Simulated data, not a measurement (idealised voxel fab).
Presented below is a process module, voxel transistor to metal.
Pictured: cross-section cut, 275 nm wide, on a grid of 5 nm square cells.
Cross-section = grid of square cells, listed top down in bands; band = one or more rows. Look at the band entry: it leads with the top's height and the bottom's height in nm. Then it lists the materials left to right, with a width in nm for each. The word "full width" on a single material says that material fills the band edge to edge. The word "air" is empty space. Heights from 0 (as-received wafer is one material below). Bottom band endless downward, as "0 -> down". Width: "30->40" (first number = top row, second number = bottom row, same change from row to row of cells). "nothing altered" (step): cross-section cells unchanged, all of them. "Sealed void inventory" specifies each empty space that is not open to the top and that occupies no fewer than 8 cells, using the form width x height at distance, the distance measured from the left edge and all three quantities in nm. The remark found on a step's line after its settings is issued by the simulator itself and pertains to that step. "overlay nm" denotes, for a step that has a mask, the displacement of the mask to the right of its planned place, with negative values corresponding to the left.
Process steps - plan:
1) RECEIVE [material Si]
2) CONFORMAL_DEP [material SiO2] [thk nm 5]
3) CONFORMAL_DEP [material SiN] [thk nm 15]
4) MASKED_ETCH [tone cover] [mask id ACTIVE] [width nm 105] [pitch nm 130] [etch materials SiN] [depth nm 15] [overlay nm 0]
5) MASKED_ETCH [tone cover] [mask id ACTIVE] [width nm 105] [pitch nm 130] [etch materials SiO2] [depth nm 5] [overlay nm 0]
6) MASKED_ETCH [tone cover] [mask id ACTIVE] [width nm 105] [pitch nm 130] [etch materials Si] [depth nm 25] [overlay nm 0]
7) FILL_DEP [material SiO2] [thk nm 5]
8) CMP [height nm 20]
9) SELECTIVE_ETCH [etch materials SiO2] [depth nm 10]
10) STRIP [etch materials SiN]
11) SELECTIVE_ETCH [etch materials SiO2] [depth nm 5]
12) OXIDIZE [depth nm 5]
13) DIRECTIONAL_DEP [material polySi] [thk nm 25]
14) DIRECTIONAL_DEP [material SiCN] [thk nm 10]
15) PATTERN [tone cover] [mask id GATE] [material resist] [width nm 25] [pitch nm 130] [thk nm 20] [overlay nm 0]
16) DIRECTIONAL_ETCH [etch materials SiCN] [depth nm 20]
17) DIRECTIONAL_ETCH [etch materials polySi] [depth nm 35]
18) STRIP [etch materials resist]
19) CONFORMAL_DEP [material SiN] [thk nm 5]
20) DIRECTIONAL_ETCH [etch materials SiN] [depth nm 5]
21) DIRECTIONAL_ETCH [etch materials SiO2] [depth nm 5]
22) DIRECTIONAL_ETCH [etch materials Si] [depth nm 5]
23) EPI [material nSi] [thk nm 10]
24) FILL_DEP [material SiO2] [thk nm 10]
25) CMP [height nm 25]
26) STRIP [etch materials polySi]
27) SELECTIVE_ETCH [etch materials SiO2] [depth nm 5]
28) CONFORMAL_DEP [material HfO2] [thk nm 5]
29) CONFORMAL_DEP [material TiN] [thk nm 5]
30) FILL_DEP [material W] [thk nm 5]
31) CMP [height nm 20]
32) DIRECTIONAL_DEP [material SiO2] [thk nm 10]
33) PATTERN [tone open] [mask id CONTACT] [material resist] [width nm 15] [thk nm 15] [overlay nm 0]
34) DIRECTIONAL_ETCH [etch materials SiO2] [depth nm 30]
35) STRIP [etch materials resist]
36) CONFORMAL_DEP [material TiN] [thk nm 5]
37) FILL_DEP [material W] [thk nm 5]
38) CMP [height nm 30]
39) CONFORMAL_DEP [material SiCN] [thk nm 5]
40) DIRECTIONAL_DEP [material SiO2] [thk nm 15]
41) DIRECTIONAL_DEP [material aC] [thk nm 15]
42) PATTERN [tone open] [mask id METAL_1] [material resist] [width nm 15] [thk nm 35] [overlay nm 0]
43) DIRECTIONAL_ETCH [etch materials aC] [depth nm 15]
44) STRIP [etch materials resist]
45) DIRECTIONAL_ETCH [etch materials SiO2] [depth nm 15]
46) DIRECTIONAL_ETCH [etch materials SiCN] [depth nm 5]
47) STRIP [etch materials aC]
48) CONFORMAL_DEP [material TiN] [thk nm 5]
49) FILL_DEP [material W] [thk nm 5]
50) CMP [height nm 50]
51) EPI [material Ru] [thk nm 5]
52) FILL_DEP [material SiCN] [thk nm 5]
Cross-section of the wafer as it came to us, i.e., already through step 1:
    0 -> down  Si full width
    Sealed void inventory: none
The following cross-section depicts the wafer upon conclusion of the module. Processing commenced from the starting condition illustrated above and adhered to the plan illustrated above, save for one mistake in execution:
    60 -> 55  SiCN full width
    55 -> 50  25 nm SiCN | 25 nm Ru | 45 nm SiCN | 25 nm Ru | 35 nm SiCN | 25 nm Ru | 45 nm SiCN | 25 nm Ru | 25 nm SiCN
    50 -> 35  30 nm SiO2 | 5 nm TiN | 5 nm W | 5 nm TiN | 55 nm SiO2 | 5 nm TiN | 5 nm W | 5 nm TiN | 45 nm SiO2 | 5 nm TiN | 5 nm W | 5 nm TiN | 55 nm SiO2 | 5 nm TiN | 5 nm W | 5 nm TiN | 30 nm SiO2
    35 -> 30  30 nm SiCN | 15 nm TiN | 55 nm SiCN | 15 nm TiN | 45 nm SiCN | 15 nm TiN | 55 nm SiCN | 15 nm TiN | 30 nm SiCN
    30 -> 20  30 nm SiO2 | 5 nm TiN | 5 nm W | 5 nm TiN | 55 nm SiO2 | 5 nm TiN | 5 nm W | 5 nm TiN | 45 nm SiO2 | 5 nm TiN | 5 nm W | 5 nm TiN | 55 nm SiO2 | 5 nm TiN | 5 nm W | 5 nm TiN | 30 nm SiO2
    20 -> 5  30 nm SiO2 | 5 nm TiN | 5 nm W | 5 nm TiN | 10 nm SiO2 | 5 nm SiN | 5 nm HfO2 | 5 nm TiN | 5 nm W | 5 nm TiN | 5 nm HfO2 | 5 nm SiN | 10 nm SiO2 | 5 nm TiN | 5 nm W | 5 nm TiN | 45 nm SiO2 | 5 nm TiN | 5 nm W | 5 nm TiN | 10 nm SiO2 | 5 nm SiN | 5 nm HfO2 | 5 nm TiN | 5 nm W | 5 nm TiN | 5 nm HfO2 | 5 nm SiN | 10 nm SiO2 | 5 nm TiN | 5 nm W | 5 nm TiN | 30 nm SiO2
    5 -> 0  15 nm SiO2 | 5 nm SiN | 10 nm SiO2 | 15 nm TiN | 10 nm nSi | 5 nm SiN | 5 nm HfO2 | 15 nm TiN | 5 nm HfO2 | 5 nm SiN | 10 nm nSi | 15 nm TiN | 10 nm SiO2 | 5 nm SiN | 15 nm SiO2 | 5 nm SiN | 10 nm SiO2 | 15 nm TiN | 10 nm nSi | 5 nm SiN | 5 nm HfO2 | 15 nm TiN | 5 nm HfO2 | 5 nm SiN | 10 nm nSi | 15 nm TiN | 10 nm SiO2 | 5 nm SiN | 15 nm SiO2
    0 -> -5  15 nm SiO2 | 5 nm SiN | 35 nm nSi | 35 nm HfO2 | 35 nm nSi | 5 nm SiN | 15 nm SiO2 | 5 nm SiN | 35 nm nSi | 35 nm HfO2 | 35 nm nSi | 5 nm SiN | 15 nm SiO2
    -5 -> -10  25 nm SiO2 | 30 nm nSi | 35 nm Si | 30 nm nSi | 35 nm SiO2 | 30 nm nSi | 35 nm Si | 30 nm nSi | 25 nm SiO2
    -10 -> -25  20 nm SiO2 | 105 nm Si | 25 nm SiO2 | 105 nm Si | 20 nm SiO2
    -25 -> down  Si full width
    Sealed void inventory: none
Diagnosis: heads up, step 2 of the plan was skipped and never actually ran
